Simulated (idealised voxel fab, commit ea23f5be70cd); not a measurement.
A process module follows: voxel wiring stack.
Cross-sectional view cut (width: 250 nm; square cell size: 5 nm).
A cross-section is written here as square cells arranged in a grid, and it is given in bands from the top down, each band taking up one or more rows of cells.
Per band: top height and bottom height in nm, followed by the left-to-right materials and their widths in nm; "full width" marks a single material spanning edge to edge, "blank" marks empty space.
Height datum 0, below which the as-received substrate wafer is one material. Lowest band open at the bottom, running downward: "0 nm and below".
Graded width ("30..40"): value in top row of band = first number; value in bottom row = second number; row-to-row change constant.
Basically "all unchanged" means that step didn't change any cell in the cross-section.
Entry "Closed void table". Content: empty spaces with no open connection to the top, size 8 cells or greater. Each: width x height at distance. Distance: from left edge. Unit: nm.
On a step's line, text after the settings is the simulator commenting on that step.
Regarding "overlay nm": on a step with a mask, it is the distance the mask lay to the right of its planned place; a negative value places it to the left.
Reading guide: pairs of cross-sections, before and after one process step; after view cut off at lowest changed band; step and settings listed under each pair. Pairs may stem from different runs of this module on the same starting wafer; continuity with the pair above only where the "Geometry before processing" entry states it.

Geometry before processing
30 nm to 15 nm: lowk 65 nm / blank 15 nm / lowk 20 nm / blank 15 nm / lowk 20 nm / blank 15 nm / lowk 20 nm / blank 15 nm / lowk 65 nm
15 nm to 10 nm: SiN 65 nm / blank 15 nm / SiN 20 nm / blank 15 nm / SiN 20 nm / blank 15 nm / SiN 20 nm / blank 15 nm / SiN 65 nm
10 nm to 0 nm: SiO2 full width
0 nm and below: Si full width
Closed void table: none

Result of Step
35 nm to 30 nm: TiN 70 nm / blank 5 nm / TiN 30 nm / blank 5 nm / TiN 30 nm / blank 5 nm / TiN 30 nm / blank 5 nm / TiN 70 nm
30 nm to 15 nm: lowk 65 nm / TiN 5 nm / blank 5 nm / TiN 5 nm / lowk 20 nm / TiN 5 nm / blank 5 nm / TiN 5 nm / lowk 20 nm / TiN 5 nm / blank 5 nm / TiN 5 nm / lowk 20 nm / TiN 5 nm / blank 5 nm / TiN 5 nm / lowk 65 nm
15 nm to 10 nm: SiN 65 nm / TiN 15 nm / SiN 20 nm / TiN 15 nm / SiN 20 nm / TiN 15 nm / SiN 20 nm / TiN 15 nm / SiN 65 nm
Anything lower than 10 is untouched.
Closed void table: none
Intermediate step for the cross-sections above: CONFORMAL_DEP [material TiN] [thk nm 5]

Geometry before processing: the cross-section after the pair above

Result of Step
45 nm to 35 nm: Ru full width
35 nm to 30 nm: TiN 70 nm / Ru 5 nm / TiN 30 nm / Ru 5 nm / TiN 30 nm / Ru 5 nm / TiN 30 nm / Ru 5 nm / TiN 70 nm
30 nm to 15 nm: lowk 65 nm / TiN 5 nm / Ru 5 nm / TiN 5 nm / lowk 20 nm / TiN 5 nm / Ru 5 nm / TiN 5 nm / lowk 20 nm / TiN 5 nm / Ru 5 nm / TiN 5 nm / lowk 20 nm / TiN 5 nm / Ru 5 nm / TiN 5 nm / lowk 65 nm
Anything lower than 15 is untouched.
Closed void table: none
Intermediate step for the cross-sections above: FILL_DEP [material Ru] [thk nm 10]

Geometry before processing: the cross-section after the pair above

Result of Step
30 nm to 15 nm: lowk 65 nm / TiN 5 nm / Ru 5 nm / TiN 5 nm / lowk 20 nm / TiN 5 nm / Ru 5 nm / TiN 5 nm / lowk 20 nm / TiN 5 nm / Ru 5 nm / TiN 5 nm / lowk 20 nm / TiN 5 nm / Ru 5 nm / TiN 5 nm / lowk 65 nm
Anything lower than 15 is untouched.
Closed void table: none
Intermediate step for the cross-sections above: CMP [height nm 30]

Geometry before processing: the cross-section after the pair above

Result of Step
35 nm to 30 nm: blank 60 nm / Ru 25 nm / blank 10 nm / Ru 25 nm / blank 10 nm / Ru 25 nm / blank 10 nm / Ru 25 nm / blank 60 nm
Anything lower than 30 is untouched.
Closed void table: none
Intermediate step for the cross-sections above: EPI [material Ru] [thk nm 5]

Geometry before processing: the cross-section after the pair above

Result of Step
40 nm to 35 nm: SiCN full width
35 nm to 30 nm: SiCN 60 nm / Ru 25 nm / SiCN 10 nm / Ru 25 nm / SiCN 10 nm / Ru 25 nm / SiCN 10 nm / Ru 25 nm / SiCN 60 nm
Anything lower than 30 is untouched.
Closed void table: none
Intermediate step for the cross-sections above: FILL_DEP [material SiCN] [thk nm 5]

Geometry before processing: the cross-section after the pair above

Result of Step
50 nm to 40 nm: lowk full width
Anything lower than 40 is untouched.
Closed void table: none
Intermediate step for the cross-sections above: DIRECTIONAL_DEP [material lowk] [thk nm 10]

Geometry before processing: the cross-section after the pair above

Result of Step
65 nm to 50 nm: aC full width
Anything lower than 50 is untouched.
Closed void table: none
Intermediate step for the cross-sections above: DIRECTIONAL_DEP [material aC] [thk nm 15]

Geometry before processing: the cross-section after the pair above

Result of Step
95 nm to 65 nm: resist 60 nm / blank 15 nm / resist 55 nm / blank 15 nm / resist 105 nm
Anything lower than 65 is untouched.
Closed void table: none
Intermediate step for the cross-sections above: PATTERN [tone open] [mask id PLUG_1] [material resist] [width nm 15] [pitch nm 70] [thk nm 30] [overlay nm 0]

Geometry before processing: the cross-section after the pair above

Result of Step
80 nm to 65 nm: resist 60 nm / blank 15 nm / resist 55 nm / blank 15 nm / resist 105 nm
65 nm to 50 nm: aC 60 nm / blank 15 nm / aC 55 nm / blank 15 nm / aC 105 nm
Anything lower than 50 is untouched.
Closed void table: none
Intermediate step for the cross-sections above: DIRECTIONAL_ETCH [etch materials aC] [depth nm 15]

Geometry before processing: the cross-section after the pair above

Result of Step
65 nm to 50 nm: aC 60 nm / blank 15 nm / aC 55 nm / blank 15 nm / aC 105 nm
Anything lower than 50 is untouched.
Closed void table: none
Intermediate step for the cross-sections above: STRIP [etch materials resist]

Geometry before processing: the cross-section after the pair above

Result of Step
65 nm to 50 nm: aC 60 nm / blank 15 nm / aC 55 nm / blank 15 nm / aC 105 nm
50 nm to 40 nm: lowk 60 nm / blank 15 nm / lowk 55 nm / blank 15 nm / lowk 105 nm
Anything lower than 40 is untouched.
Closed void table: none
Intermediate step for the cross-sections above: DIRECTIONAL_ETCH [etch materials lowk] [depth nm 10]

Geometry before processing: the cross-section after the pair above

Result of Step
65 nm to 50 nm: aC 60 nm / blank 15 nm / aC 55 nm / blank 15 nm / aC 105 nm
50 nm to 40 nm: lowk 60 nm / blank 15 nm / lowk 55 nm / blank 15 nm / lowk 105 nm
40 nm to 35 nm: SiCN 60 nm / blank 15 nm / SiCN 55 nm / blank 15 nm / SiCN 105 nm
Anything lower than 35 is untouched.
Closed void table: none
Intermediate step for the cross-sections above: DIRECTIONAL_ETCH [etch materials SiCN] [depth nm 5]

Geometry before processing: the cross-section after the pair above

Result of Step
50 nm to 40 nm: lowk 60 nm / blank 15 nm / lowk 55 nm / blank 15 nm / lowk 105 nm
Anything lower than 40 is untouched.
Closed void table: none
Intermediate step for the cross-sections above: STRIP [etch materials aC]

Geometry before processing: the cross-section after the pair above

Result of Step
50 nm to 45 nm: lowk 60 nm / blank 15 nm / lowk 55 nm / blank 15 nm / lowk 105 nm
45 nm to 40 nm: lowk 60 nm / Ru 15 nm / lowk 55 nm / Ru 15 nm / lowk 105 nm
40 nm to 35 nm: SiCN 60 nm / Ru 15 nm / SiCN 55 nm / Ru 15 nm / SiCN 105 nm
Anything lower than 35 is untouched.
Closed void table: none
Intermediate step for the cross-sections above: EPI [material Ru] [thk nm 10]

Geometry before processing: the cross-section after the pair above

Result of Step
50 nm to 40 nm: lowk 60 nm / Ru 15 nm / lowk 55 nm / Ru 15 nm / lowk 105 nm
Anything lower than 40 is untouched.
Closed void table: none
Intermediate step for the cross-sections above: EPI [material Ru] [thk nm 5]

Geometry before processing: the cross-section after the pair above

Result of Step
55 nm to 50 nm: TiN full width
Anything lower than 50 is untouched.
Closed void table: none
Intermediate step for the cross-sections above: DIRECTIONAL_DEP [material TiN] [thk nm 5]

Geometry before processing: the cross-section after the pair above

Result of Step
70 nm to 55 nm: W full width
Anything lower than 55 is untouched.
Closed void table: none
Intermediate step for the cross-sections above: DIRECTIONAL_DEP [material W] [thk nm 15]

Geometry before processing: the cross-section after the pair above

Result of Step
70 nm to 55 nm: blank 60 nm / W 20 nm / blank 15 nm / W 20 nm / blank 15 nm / W 20 nm / blank 15 nm / W 20 nm / blank 65 nm
Anything lower than 55 is untouched.
Closed void table: none
Intermediate step for the cross-sections above: MASKED_ETCH [tone cover] [mask id METAL_2] [width nm 20] [pitch nm 35] [etch materials W] [depth nm 15] [overlay nm 0]

Geometry before processing: the cross-section after the pair above

Result of Step
70 nm to 55 nm: blank 60 nm / W 20 nm / blank 15 nm / W 20 nm / blank 15 nm / W 20 nm / blank 15 nm / W 20 nm / blank 65 nm
55 nm to 50 nm: blank 60 nm / TiN 20 nm / blank 15 nm / TiN 20 nm / blank 15 nm / TiN 20 nm / blank 15 nm / TiN 20 nm / blank 65 nm
Anything lower than 50 is untouched.
Closed void table: none
Intermediate step for the cross-sections above: MASKED_ETCH [tone cover] [mask id METAL_2] [width nm 20] [pitch nm 35] [etch materials TiN] [depth nm 5] [overlay nm 0]

Geometry before processing: the cross-section after the pair above

Result of Step
75 nm to 70 nm: blank 55 nm / SiCN 30 nm / blank 5 nm / SiCN 30 nm / blank 5 nm / SiCN 30 nm / blank 5 nm / SiCN 30 nm / blank 60 nm
70 nm to 55 nm: blank 55 nm / SiCN 5 nm / W 20 nm / SiCN 5 nm / blank 5 nm / SiCN 5 nm / W 20 nm / SiCN 5 nm / blank 5 nm / SiCN 5 nm / W 20 nm / SiCN 5 nm / blank 5 nm / SiCN 5 nm / W 20 nm / SiCN 5 nm / blank 60 nm
55 nm to 50 nm: SiCN 60 nm / TiN 20 nm / SiCN 15 nm / TiN 20 nm / SiCN 15 nm / TiN 20 nm / SiCN 15 nm / TiN 20 nm / SiCN 65 nm
Anything lower than 50 is untouched.
Closed void table: none
Intermediate step for the cross-sections above: CONFORMAL_DEP [material SiCN] [thk nm 5]

Geometry before processing: the cross-section after the pair above

Result of Step
85 nm to 75 nm: lowk full width
75 nm to 70 nm: lowk 55 nm / SiCN 30 nm / lowk 5 nm / SiCN 30 nm / lowk 5 nm / SiCN 30 nm / lowk 5 nm / SiCN 30 nm / lowk 60 nm
70 nm to 55 nm: lowk 55 nm / SiCN 5 nm / W 20 nm / SiCN 5 nm / lowk 5 nm / SiCN 5 nm / W 20 nm / SiCN 5 nm / lowk 5 nm / SiCN 5 nm / W 20 nm / SiCN 5 nm / lowk 5 nm / SiCN 5 nm / W 20 nm / SiCN 5 nm / lowk 60 nm
Anything lower than 55 is untouched.
Closed void table: none
Intermediate step for the cross-sections above: FILL_DEP [material lowk] [thk nm 10]

Geometry before processing: the cross-section after the pair above

Result of Step
70 nm to 55 nm: lowk 55 nm / SiCN 5 nm / W 20 nm / SiCN 5 nm / lowk 5 nm / SiCN 5 nm / W 20 nm / SiCN 5 nm / lowk 5 nm / SiCN 5 nm / W 20 nm / SiCN 5 nm / lowk 5 nm / SiCN 5 nm / W 20 nm / SiCN 5 nm / lowk 60 nm
Anything lower than 55 is untouched.
Closed void table: none
Intermediate step for the cross-sections above: CMP [height nm 70]

Geometry before processing: the cross-section after the pair above

Result of Step
75 nm to 70 nm: SiCN full width
Anything lower than 70 is untouched.
Closed void table: none
Intermediate step for the cross-sections above: CONFORMAL_DEP [material SiCN] [thk nm 5]

Geometry before processing: the cross-section after the pair above

Result of Step
90 nm to 75 nm: lowk full width
Anything lower than 75 is untouched.
Closed void table: none
Intermediate step for the cross-sections above: DIRECTIONAL_DEP [material lowk] [thk nm 15]

Geometry before processing: the cross-section after the pair above

Result of Step
110 nm to 90 nm: resist 60 nm / blank 15 nm / resist 20 nm / blank 15 nm / resist 20 nm / blank 15 nm / resist 20 nm / blank 15 nm / resist 70 nm
Anything lower than 90 is untouched.
Closed void table: none
Intermediate step for the cross-sections above: PATTERN [tone open] [mask id PLUG_2] [material resist] [width nm 15] [pitch nm 35] [thk nm 20] [overlay nm 0]

Geometry before processing: the cross-section after the pair above

Result of Step
110 nm to 90 nm: resist 60 nm / blank 15 nm / resist 20 nm / blank 15 nm / resist 20 nm / blank 15 nm / resist 20 nm / blank 15 nm / resist 70 nm
90 nm to 75 nm: lowk 60 nm / blank 15 nm / lowk 20 nm / blank 15 nm / lowk 20 nm / blank 15 nm / lowk 20 nm / blank 15 nm / lowk 70 nm
Anything lower than 75 is untouched.
Closed void table: none
Intermediate step for the cross-sections above: DIRECTIONAL_ETCH [etch materials lowk] [depth nm 15]

Geometry before processing: the cross-section after the pair above

Result of Step
110 nm to 90 nm: resist 60 nm / blank 15 nm / resist 20 nm / blank 15 nm / resist 20 nm / blank 15 nm / resist 20 nm / blank 15 nm / resist 70 nm
90 nm to 75 nm: lowk 60 nm / blank 15 nm / lowk 20 nm / blank 15 nm / lowk 20 nm / blank 15 nm / lowk 20 nm / blank 15 nm / lowk 70 nm
75 nm to 70 nm: SiCN 60 nm / blank 15 nm / SiCN 20 nm / blank 15 nm / SiCN 20 nm / blank 15 nm / SiCN 20 nm / blank 15 nm / SiCN 70 nm
Anything lower than 70 is untouched.
Closed void table: none
Intermediate step for the cross-sections above: DIRECTIONAL_ETCH [etch materials SiCN] [depth nm 5]

Geometry before processing: the cross-section after the pair above

Result of Step
90 nm to 75 nm: lowk 60 nm / blank 15 nm / lowk 20 nm / blank 15 nm / lowk 20 nm / blank 15 nm / lowk 20 nm / blank 15 nm / lowk 70 nm
Anything lower than 75 is untouched.
Closed void table: none
Intermediate step for the cross-sections above: STRIP [etch materials resist]

Geometry before processing: the cross-section after the pair above

Result of Step
95 nm to 90 nm: TiN 65 nm / blank 5 nm / TiN 30 nm / blank 5 nm / TiN 30 nm / blank 5 nm / TiN 30 nm / blank 5 nm / TiN 75 nm
90 nm to 75 nm: lowk 60 nm / TiN 5 nm / blank 5 nm / TiN 5 nm / lowk 20 nm / TiN 5 nm / blank 5 nm / TiN 5 nm / lowk 20 nm / TiN 5 nm / blank 5 nm / TiN 5 nm / lowk 20 nm / TiN 5 nm / blank 5 nm / TiN 5 nm / lowk 70 nm
75 nm to 70 nm: SiCN 60 nm / TiN 15 nm / SiCN 20 nm / TiN 15 nm / SiCN 20 nm / TiN 15 nm / SiCN 20 nm / TiN 15 nm / SiCN 70 nm
Anything lower than 70 is untouched.
Closed void table: none
Intermediate step for the cross-sections above: CONFORMAL_DEP [material TiN] [thk nm 5]

Geometry before processing: the cross-section after the pair above

Result of Step
105 nm to 95 nm: Ru full width
95 nm to 90 nm: TiN 65 nm / Ru 5 nm / TiN 30 nm / Ru 5 nm / TiN 30 nm / Ru 5 nm / TiN 30 nm / Ru 5 nm / TiN 75 nm
90 nm to 75 nm: lowk 60 nm / TiN 5 nm / Ru 5 nm / TiN 5 nm / lowk 20 nm / TiN 5 nm / Ru 5 nm / TiN 5 nm / lowk 20 nm / TiN 5 nm / Ru 5 nm / TiN 5 nm / lowk 20 nm / TiN 5 nm / Ru 5 nm / TiN 5 nm / lowk 70 nm
Anything lower than 75 is untouched.
Closed void table: none
Intermediate step for the cross-sections above: FILL_DEP [material Ru] [thk nm 10]

Geometry before processing: the cross-section after the pair above

Result of Step
90 nm to 75 nm: lowk 60 nm / TiN 5 nm / Ru 5 nm / TiN 5 nm / lowk 20 nm / TiN 5 nm / Ru 5 nm / TiN 5 nm / lowk 20 nm / TiN 5 nm / Ru 5 nm / TiN 5 nm / lowk 20 nm / TiN 5 nm / Ru 5 nm / TiN 5 nm / lowk 70 nm
Anything lower than 75 is untouched.
Closed void table: none
Intermediate step for the cross-sections above: CMP [height nm 90]

Geometry before processing: the cross-section after the pair above

Result of Step
95 nm to 90 nm: TiN full width
Anything lower than 90 is untouched.
Closed void table: none
Intermediate step for the cross-sections above: DIRECTIONAL_DEP [material TiN] [thk nm 5]

Geometry before processing: the cross-section after the pair above

Result of Step
120 nm to 95 nm: W full width
Anything lower than 95 is untouched.
Closed void table: none
Intermediate step for the cross-sections above: DIRECTIONAL_DEP [material W] [thk nm 25]

Geometry before processing: the cross-section after the pair above

Result of Step
140 nm to 120 nm: blank 60 nm / resist 20 nm / blank 15 nm / resist 20 nm / blank 15 nm / resist 20 nm / blank 15 nm / resist 20 nm / blank 65 nm
Anything lower than 120 is untouched.
Closed void table: none
Intermediate step for the cross-sections above: PATTERN [tone cover] [mask id METAL_3] [material resist] [width nm 20] [pitch nm 35] [thk nm 20] [overlay nm 0]

Geometry before processing: the cross-section after the pair above

Result of Step
140 nm to 120 nm: blank 60 nm / resist 20 nm / blank 15 nm / resist 20 nm / blank 15 nm / resist 20 nm / blank 15 nm / resist 20 nm / blank 65 nm
120 nm to 95 nm: blank 60 nm / W 20 nm / blank 15 nm / W 20 nm / blank 15 nm / W 20 nm / blank 15 nm / W 20 nm / blank 65 nm
Anything lower than 95 is untouched.
Closed void table: none
Intermediate step for the cross-sections above: DIRECTIONAL_ETCH [etch materials W] [depth nm 25]

Geometry before processing: the cross-section after the pair above

Result of Step
140 nm to 120 nm: blank 60 nm / resist 20 nm / blank 15 nm / resist 20 nm / blank 15 nm / resist 20 nm / blank 15 nm / resist 20 nm / blank 65 nm
120 nm to 95 nm: blank 60 nm / W 20 nm / blank 15 nm / W 20 nm / blank 15 nm / W 20 nm / blank 15 nm / W 20 nm / blank 65 nm
95 nm to 90 nm: blank 60 nm / TiN 20 nm / blank 15 nm / TiN 20 nm / blank 15 nm / TiN 20 nm / blank 15 nm / TiN 20 nm / blank 65 nm
Anything lower than 90 is untouched.
Closed void table: none
Intermediate step for the cross-sections above: DIRECTIONAL_ETCH [etch materials TiN] [depth nm 5]

Geometry before processing: the cross-section after the pair above

Result of Step
120 nm to 95 nm: blank 60 nm / W 20 nm / blank 15 nm / W 20 nm / blank 15 nm / W 20 nm / blank 15 nm / W 20 nm / blank 65 nm
Anything lower than 95 is untouched.
Closed void table: none
Intermediate step for the cross-sections above: STRIP [etch materials resist]

Geometry before processing: the cross-section after the pair above

Result of Step
130 nm to 120 nm: SiO2 full width
120 nm to 95 nm: SiO2 60 nm / W 20 nm / SiO2 15 nm / W 20 nm / SiO2 15 nm / W 20 nm / SiO2 15 nm / W 20 nm / SiO2 65 nm
95 nm to 90 nm: SiO2 60 nm / TiN 20 nm / SiO2 15 nm / TiN 20 nm / SiO2 15 nm / TiN 20 nm / SiO2 15 nm / TiN 20 nm / SiO2 65 nm
Anything lower than 90 is untouched.
Closed void table: none
Intermediate step for the cross-sections above: FILL_DEP [material SiO2] [thk nm 10]

Geometry before processing: the cross-section after the pair above

Result of Step
120 nm to 95 nm: SiO2 60 nm / W 20 nm / SiO2 15 nm / W 20 nm / SiO2 15 nm / W 20 nm / SiO2 15 nm / W 20 nm / SiO2 65 nm
Anything lower than 95 is untouched.
Closed void table: none
Intermediate step for the cross-sections above: CMP [height nm 120]

Geometry before processing: the cross-section after the pair above

Result of Step
125 nm to 120 nm: SiCN full width
Anything lower than 120 is untouched.
Closed void table: none
Intermediate step for the cross-sections above: CONFORMAL_DEP [material SiCN] [thk nm 5]

Geometry before processing
65 nm to 50 nm: aC full width
50 nm to 40 nm: lowk full width
40 nm to 35 nm: SiCN full width
35 nm to 30 nm: SiCN 55 nm / Ru 30 nm / SiCN 5 nm / Ru 30 nm / SiCN 5 nm / Ru 30 nm / SiCN 5 nm / Ru 30 nm / SiCN 60 nm
30 nm to 15 nm: lowk 60 nm / TiN 5 nm / Ru 10 nm / TiN 5 nm / lowk 15 nm / TiN 5 nm / Ru 10 nm / TiN 5 nm / lowk 15 nm / TiN 5 nm / Ru 10 nm / TiN 5 nm / lowk 15 nm / TiN 5 nm / Ru 10 nm / TiN 5 nm / lowk 65 nm
15 nm to 10 nm: SiN 60 nm / TiN 20 nm / SiN 15 nm / TiN 20 nm / SiN 15 nm / TiN 20 nm / SiN 15 nm / TiN 20 nm / SiN 65 nm
10 nm to 0 nm: SiO2 full width
0 nm and below: Si full width
Closed void table: none

Result of Step
95 nm to 65 nm: resist 65 nm / blank 15 nm / resist 55 nm / blank 15 nm / resist 100 nm
Anything lower than 65 is untouched.
Closed void table: none
Intermediate step for the cross-sections above: PATTERN [tone open] [mask id PLUG_1] [material resist] [width nm 15] [pitch nm 70] [thk nm 30] [overlay nm 5]

Geometry before processing: the cross-section after the pair above

Result of Step
80 nm to 65 nm: resist 65 nm / blank 15 nm / resist 55 nm / blank 15 nm / resist 100 nm
65 nm to 50 nm: aC 65 nm / blank 15 nm / aC 55 nm / blank 15 nm / aC 100 nm
Anything lower than 50 is untouched.
Closed void table: none
Intermediate step for the cross-sections above: DIRECTIONAL_ETCH [etch materials aC] [depth nm 15]

Geometry before processing: the cross-section after the pair above

Result of Step
65 nm to 50 nm: aC 65 nm / blank 15 nm / aC 55 nm / blank 15 nm / aC 100 nm
Anything lower than 50 is untouched.
Closed void table: none
Intermediate step for the cross-sections above: STRIP [etch materials resist]

Geometry before processing: the cross-section after the pair above

Result of Step
65 nm to 50 nm: aC 65 nm / blank 15 nm / aC 55 nm / blank 15 nm / aC 100 nm
50 nm to 40 nm: lowk 65 nm / blank 15 nm / lowk 55 nm / blank 15 nm / lowk 100 nm
Anything lower than 40 is untouched.
Closed void table: none
Intermediate step for the cross-sections above: DIRECTIONAL_ETCH [etch materials lowk] [depth nm 10]

Geometry before processing: the cross-section after the pair above

Result of Step
65 nm to 50 nm: aC 65 nm / blank 15 nm / aC 55 nm / blank 15 nm / aC 100 nm
50 nm to 40 nm: lowk 65 nm / blank 15 nm / lowk 55 nm / blank 15 nm / lowk 100 nm
40 nm to 35 nm: SiCN 65 nm / blank 15 nm / SiCN 55 nm / blank 15 nm / SiCN 100 nm
Anything lower than 35 is untouched.
Closed void table: none
Intermediate step for the cross-sections above: DIRECTIONAL_ETCH [etch materials SiCN] [depth nm 5]

Geometry before processing: the cross-section after the pair above

Result of Step
50 nm to 40 nm: lowk 65 nm / blank 15 nm / lowk 55 nm / blank 15 nm / lowk 100 nm
Anything lower than 40 is untouched.
Closed void table: none
Intermediate step for the cross-sections above: STRIP [etch materials aC]

Geometry before processing: the cross-section after the pair above

Result of Step
50 nm to 45 nm: lowk 65 nm / blank 15 nm / lowk 55 nm / blank 15 nm / lowk 100 nm
45 nm to 40 nm: lowk 65 nm / Ru 15 nm / lowk 55 nm / Ru 15 nm / lowk 100 nm
40 nm to 35 nm: SiCN 65 nm / Ru 15 nm / SiCN 55 nm / Ru 15 nm / SiCN 100 nm
Anything lower than 35 is untouched.
Closed void table: none
Intermediate step for the cross-sections above: EPI [material Ru] [thk nm 10]

Geometry before processing: the cross-section after the pair above

Result of Step
50 nm to 40 nm: lowk 65 nm / Ru 15 nm / lowk 55 nm / Ru 15 nm / lowk 100 nm
Anything lower than 40 is untouched.
Closed void table: none
Intermediate step for the cross-sections above: EPI [material Ru] [thk nm 5]

Geometry before processing: the cross-section after the pair above

Result of Step
55 nm to 50 nm: TiN full width
Anything lower than 50 is untouched.
Closed void table: none
Intermediate step for the cross-sections above: DIRECTIONAL_DEP [material TiN] [thk nm 5]

Geometry before processing: the cross-section after the pair above

Result of Step
70 nm to 55 nm: W full width
Anything lower than 55 is untouched.
Closed void table: none
Intermediate step for the cross-sections above: DIRECTIONAL_DEP [material W] [thk nm 15]

Geometry before processing: the cross-section after the pair above

Result of Step
70 nm to 55 nm: blank 60 nm / W 20 nm / blank 15 nm / W 20 nm / blank 15 nm / W 20 nm / blank 15 nm / W 20 nm / blank 65 nm
Anything lower than 55 is untouched.
Closed void table: none
Intermediate step for the cross-sections above: MASKED_ETCH [tone cover] [mask id METAL_2] [width nm 20] [pitch nm 35] [etch materials W] [depth nm 15] [overlay nm 0]

Geometry before processing: the cross-section after the pair above

Result of Step
70 nm to 55 nm: blank 60 nm / W 20 nm / blank 15 nm / W 20 nm / blank 15 nm / W 20 nm / blank 15 nm / W 20 nm / blank 65 nm
55 nm to 50 nm: blank 60 nm / TiN 20 nm / blank 15 nm / TiN 20 nm / blank 15 nm / TiN 20 nm / blank 15 nm / TiN 20 nm / blank 65 nm
Anything lower than 50 is untouched.
Closed void table: none
Intermediate step for the cross-sections above: MASKED_ETCH [tone cover] [mask id METAL_2] [width nm 20] [pitch nm 35] [etch materials TiN] [depth nm 5] [overlay nm 0]

Geometry before processing: the cross-section after the pair above

Result of Step
75 nm to 70 nm: blank 55 nm / SiCN 30 nm / blank 5 nm / SiCN 30 nm / blank 5 nm / SiCN 30 nm / blank 5 nm / SiCN 30 nm / blank 60 nm
70 nm to 55 nm: blank 55 nm / SiCN 5 nm / W 20 nm / SiCN 5 nm / blank 5 nm / SiCN 5 nm / W 20 nm / SiCN 5 nm / blank 5 nm / SiCN 5 nm / W 20 nm / SiCN 5 nm / blank 5 nm / SiCN 5 nm / W 20 nm / SiCN 5 nm / blank 60 nm
55 nm to 50 nm: SiCN 60 nm / TiN 20 nm / SiCN 15 nm / TiN 20 nm / SiCN 15 nm / TiN 20 nm / SiCN 15 nm / TiN 20 nm / SiCN 65 nm
Anything lower than 50 is untouched.
Closed void table: none
Intermediate step for the cross-sections above: CONFORMAL_DEP [material SiCN] [thk nm 5]

Geometry before processing: the cross-section after the pair above

Result of Step
85 nm to 75 nm: lowk full width
75 nm to 70 nm: lowk 55 nm / SiCN 30 nm / lowk 5 nm / SiCN 30 nm / lowk 5 nm / SiCN 30 nm / lowk 5 nm / SiCN 30 nm / lowk 60 nm
70 nm to 55 nm: lowk 55 nm / SiCN 5 nm / W 20 nm / SiCN 5 nm / lowk 5 nm / SiCN 5 nm / W 20 nm / SiCN 5 nm / lowk 5 nm / SiCN 5 nm / W 20 nm / SiCN 5 nm / lowk 5 nm / SiCN 5 nm / W 20 nm / SiCN 5 nm / lowk 60 nm
Anything lower than 55 is untouched.
Closed void table: none
Intermediate step for the cross-sections above: FILL_DEP [material lowk] [thk nm 10]

Geometry before processing: the cross-section after the pair above

Result of Step
70 nm to 55 nm: lowk 55 nm / SiCN 5 nm / W 20 nm / SiCN 5 nm / lowk 5 nm / SiCN 5 nm / W 20 nm / SiCN 5 nm / lowk 5 nm / SiCN 5 nm / W 20 nm / SiCN 5 nm / lowk 5 nm / SiCN 5 nm / W 20 nm / SiCN 5 nm / lowk 60 nm
Anything lower than 55 is untouched.
Closed void table: none
Intermediate step for the cross-sections above: CMP [height nm 70]

Geometry before processing: the cross-section after the pair above

Result of Step
75 nm to 70 nm: SiCN full width
Anything lower than 70 is untouched.
Closed void table: none
Intermediate step for the cross-sections above: CONFORMAL_DEP [material SiCN] [thk nm 5]

Geometry before processing: the cross-section after the pair above

Result of Step
90 nm to 75 nm: lowk full width
Anything lower than 75 is untouched.
Closed void table: none
Intermediate step for the cross-sections above: DIRECTIONAL_DEP [material lowk] [thk nm 15]

Geometry before processing: the cross-section after the pair above

Result of Step
110 nm to 90 nm: resist 60 nm / blank 15 nm / resist 20 nm / blank 15 nm / resist 20 nm / blank 15 nm / resist 20 nm / blank 15 nm / resist 70 nm
Anything lower than 90 is untouched.
Closed void table: none
Intermediate step for the cross-sections above: PATTERN [tone open] [mask id PLUG_2] [material resist] [width nm 15] [pitch nm 35] [thk nm 20] [overlay nm 0]

Geometry before processing: the cross-section after the pair above

Result of Step
110 nm to 90 nm: resist 60 nm / blank 15 nm / resist 20 nm / blank 15 nm / resist 20 nm / blank 15 nm / resist 20 nm / blank 15 nm / resist 70 nm
90 nm to 75 nm: lowk 60 nm / blank 15 nm / lowk 20 nm / blank 15 nm / lowk 20 nm / blank 15 nm / lowk 20 nm / blank 15 nm / lowk 70 nm
Anything lower than 75 is untouched.
Closed void table: none
Intermediate step for the cross-sections above: DIRECTIONAL_ETCH [etch materials lowk] [depth nm 15]

Geometry before processing: the cross-section after the pair above

Result of Step
110 nm to 90 nm: resist 60 nm / blank 15 nm / resist 20 nm / blank 15 nm / resist 20 nm / blank 15 nm / resist 20 nm / blank 15 nm / resist 70 nm
90 nm to 75 nm: lowk 60 nm / blank 15 nm / lowk 20 nm / blank 15 nm / lowk 20 nm / blank 15 nm / lowk 20 nm / blank 15 nm / lowk 70 nm
75 nm to 70 nm: SiCN 60 nm / blank 15 nm / SiCN 20 nm / blank 15 nm / SiCN 20 nm / blank 15 nm / SiCN 20 nm / blank 15 nm / SiCN 70 nm
Anything lower than 70 is untouched.
Closed void table: none
Intermediate step for the cross-sections above: DIRECTIONAL_ETCH [etch materials SiCN] [depth nm 5]

Geometry before processing: the cross-section after the pair above

Result of Step
90 nm to 75 nm: lowk 60 nm / blank 15 nm / lowk 20 nm / blank 15 nm / lowk 20 nm / blank 15 nm / lowk 20 nm / blank 15 nm / lowk 70 nm
Anything lower than 75 is untouched.
Closed void table: none
Intermediate step for the cross-sections above: STRIP [etch materials resist]

Geometry before processing: the cross-section after the pair above

Result of Step
95 nm to 90 nm: TiN 65 nm / blank 5 nm / TiN 30 nm / blank 5 nm / TiN 30 nm / blank 5 nm / TiN 30 nm / blank 5 nm / TiN 75 nm
90 nm to 75 nm: lowk 60 nm / TiN 5 nm / blank 5 nm / TiN 5 nm / lowk 20 nm / TiN 5 nm / blank 5 nm / TiN 5 nm / lowk 20 nm / TiN 5 nm / blank 5 nm / TiN 5 nm / lowk 20 nm / TiN 5 nm / blank 5 nm / TiN 5 nm / lowk 70 nm
75 nm to 70 nm: SiCN 60 nm / TiN 15 nm / SiCN 20 nm / TiN 15 nm / SiCN 20 nm / TiN 15 nm / SiCN 20 nm / TiN 15 nm / SiCN 70 nm
Anything lower than 70 is untouched.
Closed void table: none
Intermediate step for the cross-sections above: CONFORMAL_DEP [material TiN] [thk nm 5]

Geometry before processing: the cross-section after the pair above

Result of Step
105 nm to 95 nm: Ru full width
95 nm to 90 nm: TiN 65 nm / Ru 5 nm / TiN 30 nm / Ru 5 nm / TiN 30 nm / Ru 5 nm / TiN 30 nm / Ru 5 nm / TiN 75 nm
90 nm to 75 nm: lowk 60 nm / TiN 5 nm / Ru 5 nm / TiN 5 nm / lowk 20 nm / TiN 5 nm / Ru 5 nm / TiN 5 nm / lowk 20 nm / TiN 5 nm / Ru 5 nm / TiN 5 nm / lowk 20 nm / TiN 5 nm / Ru 5 nm / TiN 5 nm / lowk 70 nm
Anything lower than 75 is untouched.
Closed void table: none
Intermediate step for the cross-sections above: FILL_DEP [material Ru] [thk nm 10]
